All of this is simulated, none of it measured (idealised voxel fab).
Process module in this document: voxel self aligned vias
Cross-section cut: width 285 nm, square cells of 5 nm.
How to read a cross-section here: the picture is a grid of square cells, written as bands going from the top down, and any band can span one or more rows of cells. Top, bottom (nm), then materials left to right with widths (nm); lone material tagged "edge to edge" fills the whole band edge to edge; "blank" = empty space. Ref level 0: as-received wafer is one material below here. Bottom band extends down with no lower bound ("z 0 and below"). When a width is written as two numbers, as in "30->40", the first number is the width in the top row of cells of the band and the second is the width in its bottom row, and the width changes by the same amount from each row to the next. "same as before" (step): cross-section cells unchanged, all of them. Closed-off voids of 8+ cells (no open route to the top) go in "Trapped void list", written width x height at distance from the left edge, in nm. Past the settings on a step's line: simulator remark, on that step. Each step line may optionally specify "overlay nm", which for a step with a mask gives the rightward distance between the mask's planned place and where it lay, a negative value indicating the leftward direction. For the reader: what remains of this document is a series of pairs, each showing a cross-section before one process step and a cross-section after that step which reaches down only to the lowest band that changed, with the step between them and its settings set out under the pair. It should not be assumed that a pair continues from the pair above it; the pairs can come from different runs of this module on the same starting wafer, and such continuity exists only where the entry headed "Pre-process cross-section" says so.
Pre-process cross-section
  z 0 and below | Si edge to edge
  Trapped void list: none
State After Step
  z 15 to 0 | SiO2 edge to edge
  Unchanged below 0.
  Trapped void list: none
Between the cross-sections above, the step performed was CONFORMAL_DEP,material SiO2,thk nm 15
Pre-process cross-section: Reference is made to the cross-section shown after the step in the pair directly above, which represents the state prior to this step.
State After Step
  z 20 to 15 | SiCN edge to edge
  Unchanged below 15.
  Trapped void list: none
Between the cross-sections above, the step performed was CONFORMAL_DEP,material SiCN,thk nm 5
Pre-process cross-section: Reference is made to the cross-section shown after the step in the pair directly above, which represents the state prior to this step.
State After Step
  z 40 to 20 | SiO2 edge to edge
  Unchanged below 20.
  Trapped void list: none
Between the cross-sections above, the step performed was DIRECTIONAL_DEP,material SiO2,thk nm 20
Pre-process cross-section: Reference is made to the cross-section shown after the step in the pair directly above, which represents the state prior to this step.
State After Step
  z 55 to 40 | resist: 110, blank: 20, resist: 25, blank: 20, resist: 110
  Unchanged below 40.
  Trapped void list: none
Between the cross-sections above, the step performed was PATTERN,tone open,mask id LINES,material resist,width nm 20,pitch nm 45,thk nm 15,overlay nm 0
Pre-process cross-section: Reference is made to the cross-section shown after the step in the pair directly above, which represents the state prior to this step.
State After Step
  z 55 to 40 | resist: 110, blank: 20, resist: 25, blank: 20, resist: 110
  z 40 to 20 | SiO2: 110, blank: 20, SiO2: 25, blank: 20, SiO2: 110
  Unchanged below 20.
  Trapped void list: none
Between the cross-sections above, the step performed was DIRECTIONAL_ETCH,etch materials SiO2,depth nm 20
Pre-process cross-section: Reference is made to the cross-section shown after the step in the pair directly above, which represents the state prior to this step.
State After Step
  z 40 to 20 | SiO2: 110, blank: 20, SiO2: 25, blank: 20, SiO2: 110
  Unchanged below 20.
  Trapped void list: none
Between the cross-sections above, the step performed was STRIP,etch materials resist
Pre-process cross-section: Reference is made to the cross-section shown after the step in the pair directly above, which represents the state prior to this step.
State After Step
  z 45 to 40 | TiN: 115, blank: 10, TiN: 35, blank: 10, TiN: 115
  z 40 to 25 | SiO2: 110, TiN: 5, blank: 10, TiN: 5, SiO2: 25, TiN: 5, blank: 10, TiN: 5, SiO2: 110
  z 25 to 20 | SiO2: 110, TiN: 20, SiO2: 25, TiN: 20, SiO2: 110
  Unchanged below 20.
  Trapped void list: none
Between the cross-sections above, the step performed was CONFORMAL_DEP,material TiN,thk nm 5
Pre-process cross-section: Reference is made to the cross-section shown after the step in the pair directly above, which represents the state prior to this step.
State After Step
  z 50 to 45 | W edge to edge
  z 45 to 40 | TiN: 115, W: 10, TiN: 35, W: 10, TiN: 115
  z 40 to 25 | SiO2: 110, TiN: 5, W: 10, TiN: 5, SiO2: 25, TiN: 5, W: 10, TiN: 5, SiO2: 110
  Unchanged below 25.
  Trapped void list: none
Between the cross-sections above, the step performed was FILL_DEP,material W,thk nm 5
Pre-process cross-section: Reference is made to the cross-section shown after the step in the pair directly above, which represents the state prior to this step.
State After Step
  z 40 to 25 | SiO2: 110, TiN: 5, W: 10, TiN: 5, SiO2: 25, TiN: 5, W: 10, TiN: 5, SiO2: 110
  Unchanged below 25.
  Trapped void list: none
Between the cross-sections above, the step performed was CMP,height nm 40
Pre-process cross-section: Reference is made to the cross-section shown after the step in the pair directly above, which represents the state prior to this step.
State After Step
  z 40 to 35 | SiO2: 110, blank: 20, SiO2: 25, blank: 20, SiO2: 110
  Unchanged below 35.
  Trapped void list: none
Between the cross-sections above, the step performed was SELECTIVE_ETCH,etch materials W Ru TiN,depth nm 5
Pre-process cross-section: Reference is made to the cross-section shown after the step in the pair directly above, which represents the state prior to this step.
State After Step
  z 50 to 40 | SiN edge to edge
  z 40 to 35 | SiO2: 110, SiN: 20, SiO2: 25, SiN: 20, SiO2: 110
  Unchanged below 35.
  Trapped void list: none
Between the cross-sections above, the step performed was FILL_DEP,material SiN,thk nm 10
Pre-process cross-section: Reference is made to the cross-section shown after the step in the pair directly above, which represents the state prior to this step.
State After Step
  z 40 to 35 | SiO2: 110, SiN: 20, SiO2: 25, SiN: 20, SiO2: 110
  Unchanged below 35.
  Trapped void list: none
Between the cross-sections above, the step performed was CMP,height nm 40
Pre-process cross-section: Reference is made to the cross-section shown after the step in the pair directly above, which represents the state prior to this step.
State After Step
  z 55 to 40 | SiO2 edge to edge
  Unchanged below 40.
  Trapped void list: none
Between the cross-sections above, the step performed was DIRECTIONAL_DEP,material SiO2,thk nm 15
Pre-process cross-section: Reference is made to the cross-section shown after the step in the pair directly above, which represents the state prior to this step.
State After Step
  z 70 to 55 | aC edge to edge
  Unchanged below 55.
  Trapped void list: none
Between the cross-sections above, the step performed was DIRECTIONAL_DEP,material aC,thk nm 15
Pre-process cross-section: Reference is made to the cross-section shown after the step in the pair directly above, which represents the state prior to this step.
State After Step
  z 100 to 70 | resist: 105, blank: 30, resist: 150
  Unchanged below 70.
  Trapped void list: none
Between the cross-sections above, the step performed was PATTERN,tone open,mask id VIAS,material resist,width nm 30,thk nm 30,overlay nm 0
Pre-process cross-section: Reference is made to the cross-section shown after the step in the pair directly above, which represents the state prior to this step.
State After Step
  z 85 to 70 | resist: 105, blank: 30, resist: 150
  z 70 to 55 | aC: 105, blank: 30, aC: 150
  Unchanged below 55.
  Trapped void list: none
Between the cross-sections above, the step performed was DIRECTIONAL_ETCH,etch materials aC,depth nm 15
Pre-process cross-section: Reference is made to the cross-section shown after the step in the pair directly above, which represents the state prior to this step.
State After Step
  z 70 to 55 | aC: 105, blank: 30, aC: 150
  Unchanged below 55.
  Trapped void list: none
Between the cross-sections above, the step performed was STRIP,etch materials resist
Pre-process cross-section: Reference is made to the cross-section shown after the step in the pair directly above, which represents the state prior to this step.
State After Step
  z 70 to 55 | aC: 105, blank: 30, aC: 150
  z 55 to 40 | SiO2: 105, blank: 30, SiO2: 150
  Unchanged below 40.
  Trapped void list: none
Between the cross-sections above, the step performed was DIRECTIONAL_ETCH,etch materials SiO2,depth nm 15
Pre-process cross-section: Reference is made to the cross-section shown after the step in the pair directly above, which represents the state prior to this step.
State After Step
  z 70 to 55 | aC: 105, blank: 30, aC: 150
  z 55 to 40 | SiO2: 105, blank: 30, SiO2: 150
  z 40 to 35 | SiO2: 110, blank: 20, SiO2: 25, SiN: 20, SiO2: 110
  Unchanged below 35.
  Trapped void list: none
Between the cross-sections above, the step performed was DIRECTIONAL_ETCH,etch materials SiN,depth nm 5
Pre-process cross-section: Reference is made to the cross-section shown after the step in the pair directly above, which represents the state prior to this step.
State After Step
  z 55 to 40 | SiO2: 105, blank: 30, SiO2: 150
  Unchanged below 40.
  Trapped void list: none
Between the cross-sections above, the step performed was STRIP,etch materials aC
Pre-process cross-section: Reference is made to the cross-section shown after the step in the pair directly above, which represents the state prior to this step.
State After Step
  z 60 to 55 | TiN: 110, blank: 20, TiN: 155
  z 55 to 45 | SiO2: 105, TiN: 5, blank: 20, TiN: 5, SiO2: 150
  z 45 to 40 | SiO2: 105, TiN: 10, blank: 10, TiN: 10, SiO2: 150
  z 40 to 35 | SiO2: 110, TiN: 20, SiO2: 25, SiN: 20, SiO2: 110
  Unchanged below 35.
  Trapped void list: none
Between the cross-sections above, the step performed was CONFORMAL_DEP,material TiN,thk nm 5
Pre-process cross-section: Reference is made to the cross-section shown after the step in the pair directly above, which represents the state prior to this step.
State After Step
  z 65 to 60 | W edge to edge
  z 60 to 55 | TiN: 110, W: 20, TiN: 155
  z 55 to 45 | SiO2: 105, TiN: 5, W: 20, TiN: 5, SiO2: 150
  z 45 to 40 | SiO2: 105, TiN: 10, W: 10, TiN: 10, SiO2: 150
  Unchanged below 40.
  Trapped void list: none
Between the cross-sections above, the step performed was FILL_DEP,material W,thk nm 5
Pre-process cross-section: Reference is made to the cross-section shown after the step in the pair directly above, which represents the state prior to this step.
State After Step
  z 55 to 45 | SiO2: 105, TiN: 5, W: 20, TiN: 5, SiO2: 150
  Unchanged below 45.
  Trapped void list: none
Between the cross-sections above, the step performed was CMP,height nm 55
Pre-process cross-section: Reference is made to the cross-section shown after the step in the pair directly above, which represents the state prior to this step.
State After Step
  z 60 to 55 | SiN edge to edge
  Unchanged below 55.
  Trapped void list: none
Between the cross-sections above, the step performed was CONFORMAL_DEP,material SiN,thk nm 5
Pre-process cross-section
  z 15 to 0 | SiO2 edge to edge
  z 0 and below | Si edge to edge
  Trapped void list: none
State After Step
  z 35 to 0 | SiO2 edge to edge
  Unchanged below 0.
  Trapped void list: none
Between the cross-sections above, the step performed was DIRECTIONAL_DEP,material SiO2,thk nm 20
Pre-process cross-section: Reference is made to the cross-section shown after the step in the pair directly above, which represents the state prior to this step.
State After Step
  z 50 to 35 | resist: 110, blank: 20, resist: 25, blank: 20, resist: 110
  Unchanged below 35.
  Trapped void list: none
Between the cross-sections above, the step performed was PATTERN,tone open,mask id LINES,material resist,width nm 20,pitch nm 45,thk nm 15,overlay nm 0
Pre-process cross-section: Reference is made to the cross-section shown after the step in the pair directly above, which represents the state prior to this step.
State After Step
  z 50 to 35 | resist: 110, blank: 20, resist: 25, blank: 20, resist: 110
  z 35 to 15 | SiO2: 110, blank: 20, SiO2: 25, blank: 20, SiO2: 110
  Unchanged below 15.
  Trapped void list: none
Between the cross-sections above, the step performed was DIRECTIONAL_ETCH,etch materials SiO2,depth nm 20
Pre-process cross-section: Reference is made to the cross-section shown after the step in the pair directly above, which represents the state prior to this step.
State After Step
  z 35 to 15 | SiO2: 110, blank: 20, SiO2: 25, blank: 20, SiO2: 110
  Unchanged below 15.
  Trapped void list: none
Between the cross-sections above, the step performed was STRIP,etch materials resist
Pre-process cross-section: Reference is made to the cross-section shown after the step in the pair directly above, which represents the state prior to this step.
State After Step
  z 40 to 35 | TiN: 115, blank: 10, TiN: 35, blank: 10, TiN: 115
  z 35 to 20 | SiO2: 110, TiN: 5, blank: 10, TiN: 5, SiO2: 25, TiN: 5, blank: 10, TiN: 5, SiO2: 110
  z 20 to 15 | SiO2: 110, TiN: 20, SiO2: 25, TiN: 20, SiO2: 110
  Unchanged below 15.
  Trapped void list: none
Between the cross-sections above, the step performed was CONFORMAL_DEP,material TiN,thk nm 5
Pre-process cross-section: Reference is made to the cross-section shown after the step in the pair directly above, which represents the state prior to this step.
State After Step
  z 45 to 40 | W edge to edge
  z 40 to 35 | TiN: 115, W: 10, TiN: 35, W: 10, TiN: 115
  z 35 to 20 | SiO2: 110, TiN: 5, W: 10, TiN: 5, SiO2: 25, TiN: 5, W: 10, TiN: 5, SiO2: 110
  Unchanged below 20.
  Trapped void list: none
Between the cross-sections above, the step performed was FILL_DEP,material W,thk nm 5
Pre-process cross-section: Reference is made to the cross-section shown after the step in the pair directly above, which represents the state prior to this step.
State After Step
  z 40 to 35 | TiN: 115, W: 10, TiN: 35, W: 10, TiN: 115
  Unchanged below 35.
  Trapped void list: none
Between the cross-sections above, the step performed was CMP,height nm 40
Pre-process cross-section: Reference is made to the cross-section shown after the step in the pair directly above, which represents the state prior to this step.
State After Step
  z 35 to 20 | SiO2: 110, TiN: 5, W: 10, TiN: 5, SiO2: 25, TiN: 5, W: 10, TiN: 5, SiO2: 110
  Unchanged below 20.
  Trapped void list: none
Between the cross-sections above, the step performed was SELECTIVE_ETCH,etch materials W Ru TiN,depth nm 5
Pre-process cross-section: Reference is made to the cross-section shown after the step in the pair directly above, which represents the state prior to this step.
State After Step
  z 45 to 35 | SiN edge to edge
  Unchanged below 35.
  Trapped void list: none
Between the cross-sections above, the step performed was FILL_DEP,material SiN,thk nm 10
Pre-process cross-section: Reference is made to the cross-section shown after the step in the pair directly above, which represents the state prior to this step.
State After Step
  z 40 to 35 | SiN edge to edge
  Unchanged below 35.
  Trapped void list: none
Between the cross-sections above, the step performed was CMP,height nm 40
Pre-process cross-section: Reference is made to the cross-section shown after the step in the pair directly above, which represents the state prior to this step.
State After Step
  z 55 to 40 | SiO2 edge to edge
  Unchanged below 40.
  Trapped void list: none
Between the cross-sections above, the step performed was DIRECTIONAL_DEP,material SiO2,thk nm 15
Pre-process cross-section: Reference is made to the cross-section shown after the step in the pair directly above, which represents the state prior to this step.
State After Step
  z 70 to 55 | aC edge to edge
  Unchanged below 55.
  Trapped void list: none
Between the cross-sections above, the step performed was DIRECTIONAL_DEP,material aC,thk nm 15
Pre-process cross-section: Reference is made to the cross-section shown after the step in the pair directly above, which represents the state prior to this step.
State After Step
  z 100 to 70 | resist: 105, blank: 30, resist: 150
  Unchanged below 70.
  Trapped void list: none
Between the cross-sections above, the step performed was PATTERN,tone open,mask id VIAS,material resist,width nm 30,thk nm 30,overlay nm 0
Pre-process cross-section: Reference is made to the cross-section shown after the step in the pair directly above, which represents the state prior to this step.
State After Step
  z 85 to 70 | resist: 105, blank: 30, resist: 150
  z 70 to 55 | aC: 105, blank: 30, aC: 150
  Unchanged below 55.
  Trapped void list: none
Between the cross-sections above, the step performed was DIRECTIONAL_ETCH,etch materials aC,depth nm 15
Pre-process cross-section: Reference is made to the cross-section shown after the step in the pair directly above, which represents the state prior to this step.
State After Step
  z 70 to 55 | aC: 105, blank: 30, aC: 150
  Unchanged below 55.
  Trapped void list: none
Between the cross-sections above, the step performed was STRIP,etch materials resist
Pre-process cross-section: Reference is made to the cross-section shown after the step in the pair directly above, which represents the state prior to this step.
State After Step
  z 70 to 55 | aC: 105, blank: 30, aC: 150
  z 55 to 40 | SiO2: 105, blank: 30, SiO2: 150
  Unchanged below 40.
  Trapped void list: none
Between the cross-sections above, the step performed was DIRECTIONAL_ETCH,etch materials SiO2,depth nm 15
Pre-process cross-section: Reference is made to the cross-section shown after the step in the pair directly above, which represents the state prior to this step.
State After Step
  z 70 to 55 | aC: 105, blank: 30, aC: 150
  z 55 to 40 | SiO2: 105, blank: 30, SiO2: 150
  z 40 to 35 | SiN: 105, blank: 30, SiN: 150
  Unchanged below 35.
  Trapped void list: none
Between the cross-sections above, the step performed was DIRECTIONAL_ETCH,etch materials SiN,depth nm 5
Pre-process cross-section: Reference is made to the cross-section shown after the step in the pair directly above, which represents the state prior to this step.
State After Step
  z 55 to 40 | SiO2: 105, blank: 30, SiO2: 150
  Unchanged below 40.
  Trapped void list: none
Between the cross-sections above, the step performed was STRIP,etch materials aC
Pre-process cross-section: Reference is made to the cross-section shown after the step in the pair directly above, which represents the state prior to this step.
State After Step
  z 60 to 55 | TiN: 110, blank: 20, TiN: 155
  z 55 to 40 | SiO2: 105, TiN: 5, blank: 20, TiN: 5, SiO2: 150
  z 40 to 35 | SiN: 105, TiN: 30, SiN: 150
  Unchanged below 35.
  Trapped void list: none
Between the cross-sections above, the step performed was CONFORMAL_DEP,material TiN,thk nm 5
Pre-process cross-section: Reference is made to the cross-section shown after the step in the pair directly above, which represents the state prior to this step.
State After Step
  z 65 to 60 | W edge to edge
  z 60 to 55 | TiN: 110, W: 20, TiN: 155
  z 55 to 40 | SiO2: 105, TiN: 5, W: 20, TiN: 5, SiO2: 150
  Unchanged below 40.
  Trapped void list: none
Between the cross-sections above, the step performed was FILL_DEP,material W,thk nm 5
Pre-process cross-section: Reference is made to the cross-section shown after the step in the pair directly above, which represents the state prior to this step.
State After Step
  z 55 to 40 | SiO2: 105, TiN: 5, W: 20, TiN: 5, SiO2: 150
  Unchanged below 40.
  Trapped void list: none
Between the cross-sections above, the step performed was CMP,height nm 55
Pre-process cross-section: Reference is made to the cross-section shown after the step in the pair directly above, which represents the state prior to this step.
State After Step
  z 60 to 55 | SiN edge to edge
  Unchanged below 55.
  Trapped void list: none
Between the cross-sections above, the step performed was CONFORMAL_DEP,material SiN,thk nm 5
Pre-process cross-section
  z 70 to 55 | aC: 105, blank: 30, aC: 150
  z 55 to 40 | SiO2: 105, blank: 30, SiO2: 150
  z 40 to 35 | SiO2: 110, SiN: 20, SiO2: 25, SiN: 20, SiO2: 110
  z 35 to 25 | SiO2: 110, TiN: 5, W: 10, TiN: 5, SiO2: 25, TiN: 5, W: 10, TiN: 5, SiO2: 110
  z 25 to 20 | SiO2: 110, TiN: 20, SiO2: 25, TiN: 20, SiO2: 110
  z 20 to 15 | SiCN edge to edge
  z 15 to 0 | SiO2 edge to edge
  z 0 and below | Si edge to edge
  Trapped void list: none
State After Step
  z 70 to 55 | aC: 105, blank: 30, aC: 150
  z 55 to 40 | SiO2: 105, blank: 30, SiO2: 150
  z 40 to 35 | SiO2: 105, blank: 5, SiN: 20, blank: 5, SiO2: 20, SiN: 20, SiO2: 110
  z 35 to 25 | SiO2: 105, blank: 5, TiN: 5, W: 10, TiN: 5, blank: 5, SiO2: 20, TiN: 5, W: 10, TiN: 5, SiO2: 110
  Unchanged below 25.
  Trapped void list: none
Between the cross-sections above, the step performed was DIRECTIONAL_ETCH,etch materials SiO2,depth nm 15
Pre-process cross-section: Reference is made to the cross-section shown after the step in the pair directly above, which represents the state prior to this step.
State After Step
  z 70 to 55 | aC: 105, blank: 30, aC: 150
  z 55 to 40 | SiO2: 105, blank: 30, SiO2: 150
  z 40 to 35 | SiO2: 105, blank: 30, SiO2: 20, SiN: 20, SiO2: 110
  Unchanged below 35.
  Trapped void list: none
Between the cross-sections above, the step performed was DIRECTIONAL_ETCH,etch materials SiN,depth nm 5
Pre-process cross-section: Reference is made to the cross-section shown after the step in the pair directly above, which represents the state prior to this step.
State After Step
  z 55 to 40 | SiO2: 105, blank: 30, SiO2: 150
  Unchanged below 40.
  Trapped void list: none
Between the cross-sections above, the step performed was STRIP,etch materials aC
Pre-process cross-section: Reference is made to the cross-section shown after the step in the pair directly above, which represents the state prior to this step.
State After Step
  z 60 to 55 | TiN: 110, blank: 20, TiN: 155
  z 55 to 40 | SiO2: 105, TiN: 5, blank: 20, TiN: 5, SiO2: 150
  z 40 to 35 | SiO2: 105, TiN: 30, SiO2: 20, SiN: 20, SiO2: 110
  z 35 to 25 | SiO2: 105, TiN: 10, W: 10, TiN: 10, SiO2: 20, TiN: 5, W: 10, TiN: 5, SiO2: 110
  Unchanged below 25.
  Trapped void list: none
Between the cross-sections above, the step performed was CONFORMAL_DEP,material TiN,thk nm 5
Pre-process cross-section: Reference is made to the cross-section shown after the step in the pair directly above, which represents the state prior to this step.
State After Step
  z 65 to 60 | W edge to edge
  z 60 to 55 | TiN: 110, W: 20, TiN: 155
  z 55 to 40 | SiO2: 105, TiN: 5, W: 20, TiN: 5, SiO2: 150
  Unchanged below 40.
  Trapped void list: none
Between the cross-sections above, the step performed was FILL_DEP,material W,thk nm 5
Pre-process cross-section: Reference is made to the cross-section shown after the step in the pair directly above, which represents the state prior to this step.
State After Step
  z 55 to 40 | SiO2: 105, TiN: 5, W: 20, TiN: 5, SiO2: 150
  Unchanged below 40.
  Trapped void list: none
Between the cross-sections above, the step performed was CMP,height nm 55
Pre-process cross-section: Reference is made to the cross-section shown after the step in the pair directly above, which represents the state prior to this step.
State After Step
  z 60 to 55 | SiN edge to edge
  Unchanged below 55.
  Trapped void list: none
Between the cross-sections above, the step performed was CONFORMAL_DEP,material SiN,thk nm 5
Pre-process cross-section
  z 35 to 0 | SiO2 edge to edge
  z 0 and below | Si edge to edge
  Trapped void list: none
State After Step
  z 40 to 35 | SiCN edge to edge
  Unchanged below 35.
  Trapped void list: none
Between the cross-sections above, the step performed was CONFORMAL_DEP,material SiCN,thk nm 5
Pre-process cross-section: Reference is made to the cross-section shown after the step in the pair directly above, which represents the state prior to this step.
State After Step
  z 55 to 40 | resist: 110, blank: 20, resist: 25, blank: 20, resist: 110
  Unchanged below 40.
  Trapped void list: none
Between the cross-sections above, the step performed was PATTERN,tone open,mask id LINES,material resist,width nm 20,pitch nm 45,thk nm 15,overlay nm 0
Pre-process cross-section: Reference is made to the cross-section shown after the step in the pair directly above, which represents the state prior to this step.
State After Step
  z 40 to 35 | SiCN edge to edge
  Unchanged below 35.
  Trapped void list: none
Between the cross-sections above, the step performed was STRIP,etch materials resist
Pre-process cross-section: Reference is made to the cross-section shown after the step in the pair directly above, which represents the state prior to this step.
State After Step
  z 45 to 40 | TiN edge to edge
  Unchanged below 40.
  Trapped void list: none
Between the cross-sections above, the step performed was CONFORMAL_DEP,material TiN,thk nm 5
Pre-process cross-section: Reference is made to the cross-section shown after the step in the pair directly above, which represents the state prior to this step.
State After Step
  z 50 to 45 | W edge to edge
  Unchanged below 45.
  Trapped void list: none
Between the cross-sections above, the step performed was FILL_DEP,material W,thk nm 5
Pre-process cross-section: Reference is made to the cross-section shown after the step in the pair directly above, which represents the state prior to this step.
State After Step
  z 40 to 35 | SiCN edge to edge
  Unchanged below 35.
  Trapped void list: none
Between the cross-sections above, the step performed was CMP,height nm 40
Pre-process cross-section: Reference is made to the cross-section shown after the step in the pair directly above, which represents the state prior to this step.
State After Step
  z 50 to 40 | SiN edge to edge
  Unchanged below 40.
  Trapped void list: none
Between the cross-sections above, the step performed was FILL_DEP,material SiN,thk nm 10
Pre-process cross-section: Reference is made to the cross-section shown after the step in the pair directly above, which represents the state prior to this step.
State After Step
  z 40 to 35 | SiCN edge to edge
  Unchanged below 35.
  Trapped void list: none
Between the cross-sections above, the step performed was CMP,height nm 40
Pre-process cross-section: Reference is made to the cross-section shown after the step in the pair directly above, which represents the state prior to this step.
State After Step
  z 55 to 40 | SiO2 edge to edge
  Unchanged below 40.
  Trapped void list: none
Between the cross-sections above, the step performed was DIRECTIONAL_DEP,material SiO2,thk nm 15
Pre-process cross-section: Reference is made to the cross-section shown after the step in the pair directly above, which represents the state prior to this step.
State After Step
  z 70 to 55 | aC edge to edge
  Unchanged below 55.
  Trapped void list: none
Between the cross-sections above, the step performed was DIRECTIONAL_DEP,material aC,thk nm 15
Pre-process cross-section: Reference is made to the cross-section shown after the step in the pair directly above, which represents the state prior to this step.
State After Step
  z 100 to 70 | resist: 105, blank: 30, resist: 150
  Unchanged below 70.
  Trapped void list: none
Between the cross-sections above, the step performed was PATTERN,tone open,mask id VIAS,material resist,width nm 30,thk nm 30,overlay nm 0
Pre-process cross-section: Reference is made to the cross-section shown after the step in the pair directly above, which represents the state prior to this step.
State After Step
  z 85 to 70 | resist: 105, blank: 30, resist: 150
  z 70 to 55 | aC: 105, blank: 30, aC: 150
  Unchanged below 55.
  Trapped void list: none
Between the cross-sections above, the step performed was DIRECTIONAL_ETCH,etch materials aC,depth nm 15
Pre-process cross-section: Reference is made to the cross-section shown after the step in the pair directly above, which represents the state prior to this step.
State After Step
  z 70 to 55 | aC: 105, blank: 30, aC: 150
  Unchanged below 55.
  Trapped void list: none
Between the cross-sections above, the step performed was STRIP,etch materials resist
Pre-process cross-section: Reference is made to the cross-section shown after the step in the pair directly above, which represents the state prior to this step.
State After Step
  z 70 to 55 | aC: 105, blank: 30, aC: 150
  z 55 to 40 | SiO2: 105, blank: 30, SiO2: 150
  Unchanged below 40.
  Trapped void list: none
Between the cross-sections above, the step performed was DIRECTIONAL_ETCH,etch materials SiO2,depth nm 15
Pre-process cross-section: Reference is made to the cross-section shown after the step in the pair directly above, which represents the state prior to this step.
State After Step
  z 55 to 40 | SiO2: 105, blank: 30, SiO2: 150
  Unchanged below 40.
  Trapped void list: none
Between the cross-sections above, the step performed was STRIP,etch materials aC
Pre-process cross-section: Reference is made to the cross-section shown after the step in the pair directly above, which represents the state prior to this step.
State After Step
  z 60 to 55 | TiN: 110, blank: 20, TiN: 155
  z 55 to 45 | SiO2: 105, TiN: 5, blank: 20, TiN: 5, SiO2: 150
  z 45 to 40 | SiO2: 105, TiN: 30, SiO2: 150
  Unchanged below 40.
  Trapped void list: none
Between the cross-sections above, the step performed was CONFORMAL_DEP,material TiN,thk nm 5
Pre-process cross-section: Reference is made to the cross-section shown after the step in the pair directly above, which represents the state prior to this step.
State After Step
  z 65 to 60 | W edge to edge
  z 60 to 55 | TiN: 110, W: 20, TiN: 155
  z 55 to 45 | SiO2: 105, TiN: 5, W: 20, TiN: 5, SiO2: 150
  Unchanged below 45.
  Trapped void list: none
Between the cross-sections above, the step performed was FILL_DEP,material W,thk nm 5
Pre-process cross-section: Reference is made to the cross-section shown after the step in the pair directly above, which represents the state prior to this step.
State After Step
  z 55 to 45 | SiO2: 105, TiN: 5, W: 20, TiN: 5, SiO2: 150
  Unchanged below 45.
  Trapped void list: none
Between the cross-sections above, the step performed was CMP,height nm 55
Pre-process cross-section: Reference is made to the cross-section shown after the step in the pair directly above, which represents the state prior to this step.
State After Step
  z 60 to 55 | SiN edge to edge
  Unchanged below 55.
  Trapped void list: none
Between the cross-sections above, the step performed was CONFORMAL_DEP,material SiN,thk nm 5
Pre-process cross-section
  z 50 to 40 | SiN edge to edge
  z 40 to 35 | SiO2: 110, SiN: 20, SiO2: 25, SiN: 20, SiO2: 110
  z 35 to 25 | SiO2: 110, TiN: 5, W: 10, TiN: 5, SiO2: 25, TiN: 5, W: 10, TiN: 5, SiO2: 110
  z 25 to 20 | SiO2: 110, TiN: 20, SiO2: 25, TiN: 20, SiO2: 110
  z 20 to 15 | SiCN edge to edge
  z 15 to 0 | SiO2 edge to edge
  z 0 and below | Si edge to edge
  Trapped void list: none
State After Step
  z 35 to 25 | SiO2: 110, TiN: 5, W: 10, TiN: 5, SiO2: 25, TiN: 5, W: 10, TiN: 5, SiO2: 110
  Unchanged below 25.
  Trapped void list: none
Between the cross-sections above, the step performed was CMP,height nm 35
Pre-process cross-section: Reference is made to the cross-section shown after the step in the pair directly above, which represents the state prior to this step.
State After Step
  z 50 to 35 | SiO2 edge to edge
  Unchanged below 35.
  Trapped void list: none
Between the cross-sections above, the step performed was DIRECTIONAL_DEP,material SiO2,thk nm 15
Pre-process cross-section: Reference is made to the cross-section shown after the step in the pair directly above, which represents the state prior to this step.
State After Step
  z 65 to 50 | aC edge to edge
  Unchanged below 50.
  Trapped void list: none
Between the cross-sections above, the step performed was DIRECTIONAL_DEP,material aC,thk nm 15
Pre-process cross-section: Reference is made to the cross-section shown after the step in the pair directly above, which represents the state prior to this step.
State After Step
  z 95 to 65 | resist: 105, blank: 30, resist: 150
  Unchanged below 65.
  Trapped void list: none
Between the cross-sections above, the step performed was PATTERN,tone open,mask id VIAS,material resist,width nm 30,thk nm 30,overlay nm 0
Pre-process cross-section: Reference is made to the cross-section shown after the step in the pair directly above, which represents the state prior to this step.
State After Step
  z 80 to 65 | resist: 105, blank: 30, resist: 150
  z 65 to 50 | aC: 105, blank: 30, aC: 150
  Unchanged below 50.
  Trapped void list: none
Between the cross-sections above, the step performed was DIRECTIONAL_ETCH,etch materials aC,depth nm 15
Pre-process cross-section: Reference is made to the cross-section shown after the step in the pair directly above, which represents the state prior to this step.
State After Step
  z 65 to 50 | aC: 105, blank: 30, aC: 150
  Unchanged below 50.
  Trapped void list: none
Between the cross-sections above, the step performed was STRIP,etch materials resist
Pre-process cross-section: Reference is made to the cross-section shown after the step in the pair directly above, which represents the state prior to this step.
State After Step
  z 65 to 50 | aC: 105, blank: 30, aC: 150
  z 50 to 35 | SiO2: 105, blank: 30, SiO2: 150
  Unchanged below 35.
  Trapped void list: none
Between the cross-sections above, the step performed was DIRECTIONAL_ETCH,etch materials SiO2,depth nm 15
Pre-process cross-section: Reference is made to the cross-section shown after the step in the pair directly above, which represents the state prior to this step.
State After Step
  z 50 to 35 | SiO2: 105, blank: 30, SiO2: 150
  Unchanged below 35.
  Trapped void list: none
Between the cross-sections above, the step performed was STRIP,etch materials aC
Pre-process cross-section: Reference is made to the cross-section shown after the step in the pair directly above, which represents the state prior to this step.
State After Step
  z 55 to 50 | TiN: 110, blank: 20, TiN: 155
  z 50 to 40 | SiO2: 105, TiN: 5, blank: 20, TiN: 5, SiO2: 150
  z 40 to 35 | SiO2: 105, TiN: 30, SiO2: 150
  Unchanged below 35.
  Trapped void list: none
Between the cross-sections above, the step performed was CONFORMAL_DEP,material TiN,thk nm 5
Pre-process cross-section: Reference is made to the cross-section shown after the step in the pair directly above, which represents the state prior to this step.
State After Step
  z 60 to 55 | W edge to edge
  z 55 to 50 | TiN: 110, W: 20, TiN: 155
  z 50 to 40 | SiO2: 105, TiN: 5, W: 20, TiN: 5, SiO2: 150
  Unchanged below 40.
  Trapped void list: none
Between the cross-sections above, the step performed was FILL_DEP,material W,thk nm 5
Pre-process cross-section: Reference is made to the cross-section shown after the step in the pair directly above, which represents the state prior to this step.
State After Step
  z 55 to 50 | TiN: 110, W: 20, TiN: 155
  Unchanged below 50.
  Trapped void list: none
Between the cross-sections above, the step performed was CMP,height nm 55
Pre-process cross-section: Reference is made to the cross-section shown after the step in the pair directly above, which represents the state prior to this step.
State After Step
  z 60 to 55 | SiN edge to edge
  Unchanged below 55.
  Trapped void list: none
Between the cross-sections above, the step performed was CONFORMAL_DEP,material SiN,thk nm 5
Pre-process cross-section
  z 40 to 20 | SiO2 edge to edge
  z 20 to 15 | SiCN edge to edge
  z 15 to 0 | SiO2 edge to edge
  z 0 and below | Si edge to edge
  Trapped void list: none
State After Step
  z 55 to 40 | resist: 115, blank: 15, resist: 30, blank: 15, resist: 110
  Unchanged below 40.
  Trapped void list: none
Between the cross-sections above, the step performed was PATTERN,tone open,mask id LINES,material resist,width nm 15,pitch nm 45,thk nm 15,overlay nm 0
